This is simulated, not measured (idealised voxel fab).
Module name: voxel spacer lines (process module)
The figure presents cross-section cut, which has a width of 250 nm and is divided into square cells with an edge length of 5 nm.
Just so we're on the same page, the cross-sections are grids of square cells, and they're listed out in bands top to bottom, each band one or more rows deep. Band entry format. Leading values: height of top, height of bottom, nm. Remainder: materials in left-to-right order, each with its width in nm. Special words: "edge to edge" on a single material, which then fills the band edge to edge; "air", empty space. The level at which height equals 0 is the one under which the wafer, as it arrives, is entirely one material. No lower edge exists for the bottom band, which continues downward and is notated as in "z 0 and below". Width "30->40": first value at the band's top row of cells, second value at its bottom row, equal change from row to row. Where a step carries "no change", the cross-section came out of it unchanged, cell for cell. In "Closed cavity list" the enclosed voids are listed, meaning empty spaces of 8 cells or larger without any opening to the top. The form is width x height at distance, distance from the left edge, units nm. If you see something after the settings on a step's line, that's the simulator's own remark about that step. On any step carrying a mask, the "overlay nm" setting, if present on the step's line, tells how far right of its planned place the mask lay; negative values point to the left.

**Here's what the planned process steps look like**
1 RECEIVE: material Si
2 CONFORMAL_DEP: material Al2O3, thk nm 10
3 DIRECTIONAL_DEP: material polySi, thk nm 15
4 DIRECTIONAL_DEP: material aC, thk nm 30
5 PATTERN: tone cover, mask id MANDREL, material resist, width nm 20, pitch nm 70, thk nm 40, overlay nm 0
6 DIRECTIONAL_ETCH: etch materials aC, depth nm 30
7 STRIP: etch materials resist
8 CONFORMAL_DEP: material SiN, thk nm 15
9 DIRECTIONAL_ETCH: etch materials SiN, depth nm 15
10 STRIP: etch materials aC
11 DIRECTIONAL_ETCH: etch materials polySi, depth nm 15
12 STRIP: etch materials SiN
13 FILL_DEP: material SiO2, thk nm 5
14 CMP: height nm 25

**Wafer cross-section on receipt, i.e. after step 1**
* z 0 and below  Si edge to edge
* Closed cavity list: none

**Sectioned view, first of two wafers, at the close of the module, processed as intended in the plan**
* z 25 to 10  SiO2 65 nm, then polySi 15 nm, then SiO2 20 nm, then polySi 15 nm, then SiO2 20 nm, then polySi 15 nm, then SiO2 20 nm, then polySi 15 nm, then SiO2 65 nm
* z 10 to 0  Al2O3 edge to edge
* z 0 and below  Si edge to edge
* Closed cavity list: none

**Here is the second of the two wafers cut open at the end of the module - same start, same plan as the first one, but we made one mistake running it**
* z 25 to 10  aC edge to edge
* z 10 to 0  Al2O3 edge to edge
* z 0 and below  Si edge to edge
* Closed cavity list: none
Deviation noted in wafer processing: step 4 occupied the plan position of step 3, and the converse holds as well
Count the cells at the end and the second wafer has more or fewer of some materials than the first: SiO2: 114 fewer; aC: 150 more; polySi: 36 fewer
